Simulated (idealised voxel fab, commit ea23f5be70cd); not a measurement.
process module | voxel wiring stack
cross-section cut | 265 nm wide | cells 5 nm
A cross-section is a grid of square cells, given in bands from the top down. A band is one or more rows of cells.
Each band's line starts with the height of the band's top and of its bottom, in nm. Then come its materials from left to right, each with its width in nm. One material with "throughout" fills the band from edge to edge. "air" is empty space.
Height 0 is the level under which the wafer as received is all one material. The lowest band goes on downwards, as in "0 down".
A width such as "30 to 40" changes by the same amount from each row of cells to the next, from the band's top row to its bottom row.
"no change" after a step means that no cell of the cross-section changed.
closed voids: empty space of 8 cells or more with no open way to the top, each as width x height at its distance from the left edge, in nm
after a step's settings: what the simulator itself notes on the step
overlay nm, on a step with a mask: how far to the right of its planned place the mask lay; to the left if negative
plan
1 op RECEIVE | material Si
2 op CONFORMAL_DEP | material SiO2 | thk nm 15
3 op CONFORMAL_DEP | material SiN | thk nm 5
4 op DIRECTIONAL_DEP | material lowk | thk nm 15
5 op PATTERN | tone open | mask id METAL_1 | material resist | width nm 25 | pitch nm 45 | thk nm 15 | overlay nm 0
6 op DIRECTIONAL_ETCH | etch materials lowk | depth nm 15
7 op DIRECTIONAL_ETCH | etch materials SiN | depth nm 5
8 op STRIP | etch materials resist
9 op CONFORMAL_DEP | material TiN | thk nm 5
10 op FILL_DEP | material Cu | thk nm 5
11 op CMP | height nm 25
12 op EPI | material Ru | thk nm 5
13 op FILL_DEP | material SiCN | thk nm 5
14 op DIRECTIONAL_DEP | material SiO2 | thk nm 10
15 op MASKED_ETCH | tone open | mask id PLUG_1 | width nm 15 | pitch nm 90 | etch materials SiO2 | depth nm 10 | overlay nm 0
16 op MASKED_ETCH | tone open | mask id PLUG_1 | width nm 15 | pitch nm 90 | etch materials SiCN | depth nm 5 | overlay nm 0
17 op EPI | material Ru | thk nm 10
18 op EPI | material Ru | thk nm 5
19 op CONFORMAL_DEP | material SiN | thk nm 5
20 op DIRECTIONAL_DEP | material SiO2 | thk nm 20
21 op MASKED_ETCH | tone open | mask id METAL_2 | width nm 25 | pitch nm 45 | etch materials SiO2 | depth nm 20 | overlay nm 0
22 op MASKED_ETCH | tone open | mask id METAL_2 | width nm 25 | pitch nm 45 | etch materials SiN | depth nm 5 | overlay nm 0
23 op CONFORMAL_DEP | material TiN | thk nm 5
24 op FILL_DEP | material Cu | thk nm 10
25 op CMP | height nm 80
26 op CONFORMAL_DEP | material SiCN | thk nm 5
27 op DIRECTIONAL_DEP | material SiO2 | thk nm 25
28 op DIRECTIONAL_DEP | material aC | thk nm 10
29 op PATTERN | tone open | mask id METAL_3 | material resist | width nm 25 | pitch nm 45 | thk nm 30 | overlay nm 0
30 op DIRECTIONAL_ETCH | etch materials aC | depth nm 10
31 op STRIP | etch materials resist
32 op DIRECTIONAL_ETCH | etch materials SiO2 | depth nm 15
33 op STRIP | etch materials aC
34 op DIRECTIONAL_DEP | material aC | thk nm 10
35 op PATTERN | tone open | mask id METAL_3_HOLES | material resist | width nm 15 | pitch nm 45 | thk nm 30 | overlay nm 0
36 op DIRECTIONAL_ETCH | etch materials aC | depth nm 10
37 op STRIP | etch materials resist
38 op DIRECTIONAL_ETCH | etch materials SiO2 | depth nm 10
39 op DIRECTIONAL_ETCH | etch materials SiCN | depth nm 5
40 op STRIP | etch materials aC
41 op CONFORMAL_DEP | material TiN | thk nm 5
42 op FILL_DEP | material Cu | thk nm 10
43 op CMP | height nm 110
44 op CONFORMAL_DEP | material SiCN | thk nm 5
45 op DIRECTIONAL_DEP | material SiO2 | thk nm 30
46 op DIRECTIONAL_DEP | material aC | thk nm 10
47 op PATTERN | tone open | mask id METAL_4_HOLES | material resist | width nm 15 | pitch nm 90 | thk nm 25 | overlay nm 0
48 op DIRECTIONAL_ETCH | etch materials aC | depth nm 10
49 op STRIP | etch materials resist
50 op DIRECTIONAL_ETCH | etch materials SiO2 | depth nm 30
51 op STRIP | etch materials aC
52 op MASKED_ETCH | tone open | mask id METAL_4 | width nm 25 | pitch nm 45 | etch materials SiO2 | depth nm 20 | overlay nm 0
53 op MASKED_ETCH | tone open | mask id METAL_4 | width nm 25 | pitch nm 45 | etch materials SiCN | depth nm 5 | overlay nm 0
54 op CONFORMAL_DEP | material TiN | thk nm 5
55 op FILL_DEP | material Ru | thk nm 10
56 op CMP | height nm 145
57 op CONFORMAL_DEP | material SiCN | thk nm 5
varied across the wafers: height nm of step 11. The plan shows the first wafer's value. All wafers start alike
first wafer as received, after step 1
  0 down: Si throughout
  closed voids: none
each wafer at the end: cells of each material gained (+) or lost (-) since it was received, then its closed voids
height nm 25 | +161 Cu | +88 Ru | +213 SiCN | +66 SiN | +792 SiO2 | +237 TiN | +33 lowk | closed voids: none
height nm 30 | +120 Cu | +88 Ru | +213 SiCN | +66 SiN | +792 SiO2 | +245 TiN | +66 lowk | closed voids: none
height nm 35 | +120 Cu | +88 Ru | +213 SiCN | +66 SiN | +792 SiO2 | +212 TiN | +99 lowk | closed voids: none
height nm 40 | +120 Cu | +113 Ru | +188 SiCN | +66 SiN | +759 SiO2 | +245 TiN | +99 lowk | closed voids: none
height nm 45 | +161 Cu | +113 Ru | +188 SiCN | +66 SiN | +726 SiO2 | +237 TiN | +99 lowk | closed voids: none
